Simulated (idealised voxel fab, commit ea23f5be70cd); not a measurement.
Process module, titled voxel plated lines
Square cells of 5 nm make up the cross-section cut, whose width is 175 nm.
For the purposes of this document, a cross-section shall be understood as a grid of square cells, specified as bands listed in top-to-bottom order, each band consisting of one or more rows of cells.
For a band, the entry starts with two heights in nm, that of the top and then that of the bottom, and carries on with the band's materials in order from left to right, each alongside its width in nm; the word "full width" beside a single material means it fills the band edge to edge, and "air" means empty space.
Heights are reckoned from 0. Under this level, the received wafer is all of one material. The bottommost band is open-ended downward, for example "0 down".
It should be noted that a width expressed as "30 to 40" varies in equal increments from row to row of cells within the band, taking the value of the first number at the top row and that of the second number at the bottom row.
Basically "stayed the same" means that step didn't change any cell in the cross-section.
Closed empty spaces (no open way to the top) of 8 cells or more are what "Voids lacking openings" lists, each as width x height at distance from the left edge, nm for all three.
What comes after the settings on a step's line is commentary from the simulator itself on that step.
"overlay nm", when on a step's line for a step with a mask, measures how far to the right of its planned place the mask lay; a negative measure means to the left.
Process steps (planned):
step 1: RECEIVE, material Si
step 2: CONFORMAL_DEP, material SiO2, thk nm 5
step 3: DIRECTIONAL_DEP, material TiN, thk nm 5
step 4: PATTERN, tone open, mask id LINES, material resist, width nm 15, pitch nm 35, thk nm 20, overlay nm 0
step 5: EPI, material Ru, thk nm 10
step 6: STRIP, etch materials resist
step 7: DIRECTIONAL_ETCH, etch materials TiN, depth nm 5
step 8: CONFORMAL_DEP, material SiCN, thk nm 10
Wafer as received: cross-section following step 1:
> 0 down: Si full width
> Voids lacking openings: none
Look at the cross-section after the module: the wafer started out the way shown above and the plan was the one shown above, yet one mistake was made along the way:
> 25 to 15: air 15 / SiCN 140 / air 20
> 15 to 10: air 15 / SiCN 10 / Ru 15 / SiCN 20 / Ru 15 / SiCN 20 / Ru 15 / SiCN 20 / Ru 15 / SiCN 10 / air 20
> 10 to 5: SiCN 25 / Ru 15 / SiCN 20 / Ru 15 / SiCN 20 / Ru 15 / SiCN 20 / Ru 15 / SiCN 30
> 5 to 0: SiCN 25 / TiN 15 / SiCN 20 / TiN 15 / SiCN 20 / TiN 15 / SiCN 20 / TiN 15 / SiCN 30
> 0 down: Si full width
> Voids lacking openings: none
Which mistake was made when the wafer was run? step 2 of the plan: omitted, not performed
